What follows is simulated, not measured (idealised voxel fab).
A process module follows: voxel self aligned vias.
Square cells of 5 nm make up the cross-section cut, whose width is 220 nm.
Reading order for cross-sections: top band down to bottom band. Underlying form: a grid of square cells. Band size: one or more rows of cells. For a band, the entry starts with two heights in nm, that of the top and then that of the bottom, and carries on with the band's materials in order from left to right, each alongside its width in nm; the word "all across" beside a single material means it fills the band edge to edge, and "air" means empty space. We count height from 0. Below that, the starting wafer is all one material. The lowest band never ends at the bottom but goes on down; see "0 down" for how that is written. It should be noted that a width expressed as "30 to 40" varies in equal increments from row to row of cells within the band, taking the value of the first number at the top row and that of the second number at the bottom row. Given "everything unchanged" for a step, no cell of the cross-section differs between before and after that step. Listed in "Tabulated closed voids": every empty space of 8 or more cells without an open way to the top. Form: width x height at distance, the distance being from the left edge, all in nm. What comes after the settings on a step's line is commentary from the simulator itself on that step. The line of a step may include "overlay nm". On a step with a mask, this value is how far to the right of its planned place the mask lay. A negative value means the mask lay to the left.
LIST OF PLANNED PROCESS STEPS
| 1 | RECEIVE,material Si |
| 2 | CONFORMAL_DEP,material SiO2,thk nm 15 |
| 3 | CONFORMAL_DEP,material SiCN,thk nm 5 |
| 4 | DIRECTIONAL_DEP,material lowk,thk nm 20 |
| 5 | DIRECTIONAL_DEP,material aC,thk nm 10 |
| 6 | PATTERN,tone open,mask id LINES,material resist,width nm 20,pitch nm 50,thk nm 25,overlay nm 0 |
| 7 | DIRECTIONAL_ETCH,etch materials aC,depth nm 10 |
| 8 | STRIP,etch materials resist |
| 9 | DIRECTIONAL_ETCH,etch materials lowk,depth nm 20 |
| 10 | STRIP,etch materials aC |
| 11 | CONFORMAL_DEP,material TiN,thk nm 5 |
| 12 | FILL_DEP,material W,thk nm 10 |
| 13 | CMP,height nm 40 |
| 14 | SELECTIVE_ETCH,etch materials W Ru TiN,depth nm 10 |
| 15 | FILL_DEP,material SiN,thk nm 5 |
| 16 | CMP,height nm 40 |
| 17 | DIRECTIONAL_DEP,material lowk,thk nm 15 |
| 18 | PATTERN,tone open,mask id VIAS,material resist,width nm 20,pitch nm 50,thk nm 15,overlay nm 0 |
| 19 | DIRECTIONAL_ETCH,etch materials lowk,depth nm 15 |
| 20 | DIRECTIONAL_ETCH,etch materials SiN,depth nm 10 |
| 21 | STRIP,etch materials resist |
| 22 | CONFORMAL_DEP,material TiN,thk nm 5 |
| 23 | FILL_DEP,material W,thk nm 10 |
| 24 | CMP,height nm 55 |
| 25 | CONFORMAL_DEP,material SiCN,thk nm 5 |
The plan's step 18 width nm is the first wafer's value; the wafers differ in this setting and start identical.
FIRST WAFER OF SEVERAL, AS RECEIVED: CROSS-SECTION AFTER STEP 1
  0 down = Si all across
  Tabulated closed voids: none
GAINED (+) OR LOST (-) CELLS OF EACH MATERIAL SINCE RECEIPT, THEN CLOSED VOIDS: ONE ROW PER WAFER, AT THE END OF THE MODULE
width nm 20 | +88 SiCN | +132 SiO2 | +54 TiN | +30 W | +224 lowk | Tabulated closed voids: none
width nm 25 | +88 SiCN | +132 SiO2 | +57 TiN | +36 W | +215 lowk | Tabulated closed voids: none
width nm 30 | +88 SiCN | +132 SiO2 | +60 TiN | +42 W | +206 lowk | Tabulated closed voids: none
width nm 35 | +88 SiCN | +132 SiO2 | +63 TiN | +48 W | +197 lowk | Tabulated closed voids: none
